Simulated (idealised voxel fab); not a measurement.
Presented below is a process module, voxel wiring stack.
Section shown: cut. Width: 175 nm. Cell size: 5 nm, square.
How to read a cross-section here: the picture is a grid of square cells, written as bands going from the top down, and any band can span one or more rows of cells. Quick guide to a band line: top height, bottom height (nm) up front; then every material left to right with its width in nm. Only one material and it's marked "all across"? Then it fills the band edge to edge. And "air" just means empty space. A quick word on heights: they are counted from 0, and under that level the wafer as it came to us is one material throughout. The lowest band is different from the rest in having no bottom; it simply continues downward, written as in "z 0 and below". A width such as "30 to 40" changes by the same amount from each row of cells to the next, from the band's top row to its bottom row. "no modification", as given for a step, is the statement that not any cell of the cross-section underwent a change during that step. The entry titled "Tabulated closed voids" provides the empty spaces that have no open way to the top, restricted to those of 8 cells or more. Each is presented as width x height at distance, the distance being measured from the left edge, with all three in nm. On each step's line, the part that comes after the settings is the simulator's own comment on the step. overlay nm: right-of-plan distance of the mask on a masked step; negative values mean left-of-plan.

Listed below are the process steps as planned:
1 RECEIVE,material Si
2 CONFORMAL_DEP,material SiO2,thk nm 15
3 DIRECTIONAL_DEP,material TiN,thk nm 5
4 DIRECTIONAL_DEP,material W,thk nm 15
5 DIRECTIONAL_DEP,material aC,thk nm 10
6 PATTERN,tone cover,mask id METAL_1,material resist,width nm 25,pitch nm 55,thk nm 25,overlay nm 0
7 DIRECTIONAL_ETCH,etch materials aC,depth nm 10
8 STRIP,etch materials resist
9 DIRECTIONAL_ETCH,etch materials W,depth nm 15
10 DIRECTIONAL_ETCH,etch materials TiN,depth nm 5
11 STRIP,etch materials aC
12 CONFORMAL_DEP,material SiCN,thk nm 5
13 FILL_DEP,material SiO2,thk nm 5
14 CMP,height nm 35
15 CONFORMAL_DEP,material SiCN,thk nm 5
16 DIRECTIONAL_DEP,material lowk,thk nm 30
17 MASKED_ETCH,tone open,mask id METAL_2_HOLES,width nm 15,etch materials lowk,depth nm 30,overlay nm 0
18 MASKED_ETCH,tone open,mask id METAL_2,width nm 25,pitch nm 55,etch materials lowk,depth nm 20,overlay nm 0
19 MASKED_ETCH,tone open,mask id METAL_2,width nm 25,pitch nm 55,etch materials SiCN,depth nm 5,overlay nm 0
20 CONFORMAL_DEP,material TiN,thk nm 5
21 FILL_DEP,material Cu,thk nm 10
22 CMP,height nm 70
23 CONFORMAL_DEP,material SiN,thk nm 5

Wafer cross-section on receipt, i.e. after step 1:
> z 0 and below = Si all across
> Tabulated closed voids: none

Sectioned view, first of two wafers, at the close of the module, processed as intended in the plan:
> z 75 to 70 = SiN all across
> z 70 to 55 = lowk (45) | TiN (5) | Cu (15) | TiN (5) | lowk (30) | TiN (5) | Cu (15) | TiN (5) | lowk (50)
> z 55 to 50 = lowk (45) | TiN (5) | Cu (5) | TiN (15) | lowk (30) | TiN (25) | lowk (50)
> z 50 to 40 = lowk (45) | TiN (5) | Cu (5) | TiN (5) | lowk (115)
> z 40 to 35 = SiCN (45) | TiN (15) | SiCN (115)
> z 35 to 20 = SiO2 (40) | SiCN (5) | W (25) | SiCN (5) | SiO2 (20) | SiCN (5) | W (25) | SiCN (5) | SiO2 (45)
> z 20 to 15 = SiCN (45) | TiN (25) | SiCN (30) | TiN (25) | SiCN (50)
> z 15 to 0 = SiO2 all across
> z 0 and below = Si all across
> Tabulated closed voids: none

Now the second wafer, cross-sectioned at the end of the module. Nothing different at the start, nothing different in the plan compared with the first, just one mistake when it was actually run:
> z 75 to 70 = SiN all across
> z 70 to 40 = aC all across
> z 40 to 35 = SiCN all across
> z 35 to 20 = SiO2 (40) | SiCN (5) | W (25) | SiCN (5) | SiO2 (20) | SiCN (5) | W (25) | SiCN (5) | SiO2 (45)
> z 20 to 15 = SiCN (45) | TiN (25) | SiCN (30) | TiN (25) | SiCN (50)
> z 15 to 0 = SiO2 all across
> z 0 and below = Si all across
> Tabulated closed voids: none
Deviation noted in wafer processing: contrary to plan, step 16 was performed as DIRECTIONAL_DEP,material aC,thk nm 30
Looking at both finished wafers in cells, the second ends up ahead of or behind the first on some materials: Cu -21, SiCN +3, TiN -28, aC +210, lowk -164
